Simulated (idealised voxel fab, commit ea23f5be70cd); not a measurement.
Title: Process Module voxel self aligned vias
Square cells of 5 nm make up the cross-section cut, whose width is 215 nm.
Cross-section spec: square-cell grid; bands listed top down; each band is one or more rows.
A band entry consists of two parts. The first gives the height of the band's top and the height of its bottom, in nm. The rest lists the band's materials from left to right, each with its width in nm. A single material labelled with the word "edge to edge" fills the band from edge to edge, and the word "empty" marks empty space.
We count height from 0. Below that, the starting wafer is all one material. The lowest band never ends at the bottom but goes on down; see "0 -> down" for how that is written.
When a width is written as two numbers, as in "30->40", the first number is the width in the top row of cells of the band and the second is the width in its bottom row, and the width changes by the same amount from each row to the next.
For the purposes of this document, the phrase "all unchanged" attached to a step denotes that no cell within the cross-section was modified by that step.
"Enclosed cavities" means: voids of 8 cells or more that are shut off from the top with no open way through. Written width x height at distance, distance from the left edge, in nm.
On each step's line, the part that comes after the settings is the simulator's own comment on the step.
Among the settings permitted on a step's line is "overlay nm"; applied to a step with a mask, it specifies the extent to which the mask lay to the right of its planned position, whereas a negative figure signifies a position to the left.

-- Process steps (planned)
1 op RECEIVE | material Si
2 op CONFORMAL_DEP | material SiO2 | thk nm 15
3 op CONFORMAL_DEP | material SiCN | thk nm 5
4 op DIRECTIONAL_DEP | material SiO2 | thk nm 30
5 op DIRECTIONAL_DEP | material aC | thk nm 15
6 op PATTERN | tone open | mask id LINES | material resist | width nm 25 | pitch nm 65 | thk nm 30 | overlay nm 0
7 op DIRECTIONAL_ETCH | etch materials aC | depth nm 15
8 op STRIP | etch materials resist
9 op DIRECTIONAL_ETCH | etch materials SiO2 | depth nm 30
10 op STRIP | etch materials aC
11 op CONFORMAL_DEP | material TiN | thk nm 5
12 op FILL_DEP | material Ru | thk nm 5
13 op CMP | height nm 50
14 op SELECTIVE_ETCH | etch materials W Ru TiN | depth nm 5
15 op FILL_DEP | material SiN | thk nm 10
16 op CMP | height nm 50
17 op DIRECTIONAL_DEP | material SiO2 | thk nm 20
18 op PATTERN | tone open | mask id VIAS | material resist | width nm 35 | pitch nm 65 | thk nm 15 | overlay nm 0
19 op DIRECTIONAL_ETCH | etch materials SiO2 | depth nm 20
20 op DIRECTIONAL_ETCH | etch materials SiN | depth nm 5
21 op STRIP | etch materials resist
22 op CONFORMAL_DEP | material TiN | thk nm 5
23 op FILL_DEP | material W | thk nm 10
24 op CMP | height nm 70
25 op CONFORMAL_DEP | material SiCN | thk nm 5

-- Wafer cross-section on receipt, i.e. after step 1
- 0 -> down  Si edge to edge
- Enclosed cavities: none

-- Final cross-section, module run with one mistake (start and plan as above)
- 75 -> 70  SiCN edge to edge
- 70 -> 55  SiO2 20 nm, TiN 5 nm, W 25 nm, TiN 5 nm, SiO2 30 nm, TiN 5 nm, W 25 nm, TiN 5 nm, SiO2 30 nm, TiN 5 nm, W 25 nm, TiN 5 nm, SiO2 30 nm
- 55 -> 50  SiO2 20 nm, TiN 15 nm, W 15 nm, TiN 5 nm, SiO2 30 nm, TiN 15 nm, W 15 nm, TiN 5 nm, SiO2 30 nm, TiN 15 nm, W 15 nm, TiN 5 nm, SiO2 30 nm
- 50 -> 45  SiO2 30 nm, TiN 25 nm, SiO2 40 nm, TiN 25 nm, SiO2 40 nm, TiN 25 nm, SiO2 30 nm
- 45 -> 25  SiO2 30 nm, TiN 5 nm, Ru 15 nm, TiN 5 nm, SiO2 40 nm, TiN 5 nm, Ru 15 nm, TiN 5 nm, SiO2 40 nm, TiN 5 nm, Ru 15 nm, TiN 5 nm, SiO2 30 nm
- 25 -> 20  SiO2 30 nm, TiN 25 nm, SiO2 40 nm, TiN 25 nm, SiO2 40 nm, TiN 25 nm, SiO2 30 nm
- 20 -> 15  SiCN edge to edge
- 15 -> 0  SiO2 edge to edge
- 0 -> down  Si edge to edge
- Enclosed cavities: none
what went wrong: step 18, actual vs plan mismatch, actual run op PATTERN | tone open | mask id VIAS | material resist | width nm 35 | pitch nm 65 | thk nm 15 | overlay nm -5
